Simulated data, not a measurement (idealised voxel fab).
process module | voxel transistor to metal
cross-section cut | 205 nm wide | cells 5 nm
A cross-section is a grid of square cells, given in bands from the top down. A band is one or more rows of cells.
Each band's line starts with the height of the band's top and of its bottom, in nm. Then come its materials from left to right, each with its width in nm. One material with "throughout" fills the band from edge to edge. "air" is empty space.
Height 0 is the level under which the wafer as received is all one material. The lowest band goes on downwards, as in "0 down".
A width such as "30 to 40" changes by the same amount from each row of cells to the next, from the band's top row to its bottom row.
"no change" after a step means that no cell of the cross-section changed.
closed voids: empty space of 8 cells or more with no open way to the top, each as width x height at its distance from the left edge, in nm
after a step's settings: what the simulator itself notes on the step
overlay nm, on a step with a mask: how far to the right of its planned place the mask lay; to the left if negative
plan
1 op RECEIVE | material Si
2 op CONFORMAL_DEP | material SiO2 | thk nm 5
3 op CONFORMAL_DEP | material SiN | thk nm 15
4 op DIRECTIONAL_DEP | material aC | thk nm 15
5 op PATTERN | tone cover | mask id ACTIVE | material resist | width nm 105 | thk nm 30 | overlay nm 0
6 op DIRECTIONAL_ETCH | etch materials aC | depth nm 15
7 op STRIP | etch materials resist
8 op DIRECTIONAL_ETCH | etch materials SiN | depth nm 15
9 op DIRECTIONAL_ETCH | etch materials SiO2 | depth nm 5
10 op DIRECTIONAL_ETCH | etch materials Si | depth nm 35
11 op STRIP | etch materials aC
12 op FILL_DEP | material SiO2 | thk nm 15
13 op CMP | height nm 20
14 op SELECTIVE_ETCH | etch materials SiO2 | depth nm 15
15 op STRIP | etch materials SiN
16 op SELECTIVE_ETCH | etch materials SiO2 | depth nm 5
17 op OXIDIZE | depth nm 5
18 op DIRECTIONAL_DEP | material polySi | thk nm 20
19 op DIRECTIONAL_DEP | material SiCN | thk nm 10
20 op MASKED_ETCH | tone cover | mask id GATE | width nm 25 | etch materials SiCN | depth nm 20 | overlay nm 0
21 op MASKED_ETCH | tone cover | mask id GATE | width nm 25 | etch materials polySi | depth nm 30 | overlay nm 0
22 op CONFORMAL_DEP | material SiO2 | thk nm 5
23 op DIRECTIONAL_ETCH | etch materials SiO2 | depth nm 5
24 op CONFORMAL_DEP | material SiN | thk nm 10
25 op DIRECTIONAL_ETCH | etch materials SiN | depth nm 10
26 op DIRECTIONAL_ETCH | etch materials SiO2 | depth nm 5
27 op DIRECTIONAL_ETCH | etch materials Si | depth nm 15
28 op EPI | material nSi | thk nm 15
29 op FILL_DEP | material SiO2 | thk nm 5
30 op CMP | height nm 30
31 op DIRECTIONAL_DEP | material SiO2 | thk nm 15
32 op PATTERN | tone open | mask id CONTACT | material resist | width nm 25 | pitch nm 60 | thk nm 20 | overlay nm 0
33 op DIRECTIONAL_ETCH | etch materials SiO2 | depth nm 35
34 op STRIP | etch materials resist
35 op CONFORMAL_DEP | material TiN | thk nm 5
36 op FILL_DEP | material Ru | thk nm 5
37 op CMP | height nm 45
38 op DIRECTIONAL_DEP | material TiN | thk nm 5
39 op DIRECTIONAL_DEP | material Ru | thk nm 20
40 op PATTERN | tone cover | mask id METAL_1 | material resist | width nm 15 | pitch nm 70 | thk nm 20 | overlay nm 0
41 op DIRECTIONAL_ETCH | etch materials Ru | depth nm 20
42 op DIRECTIONAL_ETCH | etch materials TiN | depth nm 5
43 op STRIP | etch materials resist
44 op CONFORMAL_DEP | material SiN | thk nm 5
45 op FILL_DEP | material SiO2 | thk nm 5
46 op CMP | height nm 70
47 op CONFORMAL_DEP | material SiN | thk nm 5
as received, after step 1
  0 down: Si throughout
  closed voids: none
first wafer at the end, as planned
  75 to 70: SiN throughout
  70 to 50: SiO2 55 | SiN 5 | Ru 15 | SiN 5 | SiO2 45 | SiN 5 | Ru 15 | SiN 5 | SiO2 55
  50 to 45: SiN 60 | TiN 15 | SiN 55 | TiN 15 | SiN 60
  45 to 35: SiO2 60 | TiN 5 | Ru 15 | TiN 5 | SiO2 35 | TiN 5 | Ru 15 | TiN 5 | SiO2 60
  35 to 30: SiO2 60 | TiN 5 | Ru 5 | TiN 15 | SiO2 35 | TiN 15 | Ru 5 | TiN 5 | SiO2 60
  30 to 20: SiO2 60 | TiN 5 | Ru 5 | TiN 5 | SiN 10 | SiO2 5 | SiCN 25 | SiO2 5 | SiN 10 | TiN 5 | Ru 5 | TiN 5 | SiO2 60
  20 to 15: SiO2 60 | TiN 5 | Ru 5 | TiN 5 | SiN 10 | SiO2 5 | polySi 25 | SiO2 5 | SiN 10 | TiN 5 | Ru 5 | TiN 5 | SiO2 60
  15 to 10: SiO2 60 | TiN 15 | SiN 10 | SiO2 5 | polySi 25 | SiO2 5 | SiN 10 | TiN 15 | SiO2 60
  10 to 0: SiO2 60 | nSi 15 | SiN 10 | SiO2 5 | polySi 25 | SiO2 5 | SiN 10 | nSi 15 | SiO2 60
  0 to -5: SiO2 60 | nSi 15 | SiO2 55 | nSi 15 | SiO2 60
  -5 to -20: SiO2 50 | nSi 25 | Si 55 | nSi 25 | SiO2 50
  -20 to -35: SiO2 50 | Si 105 | SiO2 50
  -35 down: Si throughout
  closed voids: none
second wafer at the end: like start, like plan, one mistake
  75 to 70: SiN throughout
  70 to 60: SiO2 45 | SiN 15 | Ru 15 | SiN 15 | SiO2 25 | SiN 15 | Ru 15 | SiN 15 | SiO2 45
  60 to 50: SiN 60 | Ru 15 | SiN 55 | Ru 15 | SiN 60
  50 to 45: SiN 60 | TiN 15 | SiN 55 | TiN 15 | SiN 60
  45 to 35: SiO2 60 | TiN 5 | Ru 15 | TiN 5 | SiO2 35 | TiN 5 | Ru 15 | TiN 5 | SiO2 60
  35 to 30: SiO2 60 | TiN 5 | Ru 5 | TiN 15 | SiO2 35 | TiN 15 | Ru 5 | TiN 5 | SiO2 60
  30 to 20: SiO2 60 | TiN 5 | Ru 5 | TiN 5 | SiN 10 | SiO2 5 | SiCN 25 | SiO2 5 | SiN 10 | TiN 5 | Ru 5 | TiN 5 | SiO2 60
  20 to 15: SiO2 60 | TiN 5 | Ru 5 | TiN 5 | SiN 10 | SiO2 5 | polySi 25 | SiO2 5 | SiN 10 | TiN 5 | Ru 5 | TiN 5 | SiO2 60
  15 to 10: SiO2 60 | TiN 15 | SiN 10 | SiO2 5 | polySi 25 | SiO2 5 | SiN 10 | TiN 15 | SiO2 60
  10 to 0: SiO2 60 | nSi 15 | SiN 10 | SiO2 5 | polySi 25 | SiO2 5 | SiN 10 | nSi 15 | SiO2 60
  0 to -5: SiO2 60 | nSi 15 | SiO2 55 | nSi 15 | SiO2 60
  -5 to -20: SiO2 50 | nSi 25 | Si 55 | nSi 25 | SiO2 50
  -20 to -35: SiO2 50 | Si 105 | SiO2 50
  -35 down: Si throughout
  closed voids: none
what went wrong: step 44 ran as: op CONFORMAL_DEP | material SiN | thk nm 15
at the end the second wafer has, in cells: 78 more of SiN | 78 fewer of SiO2
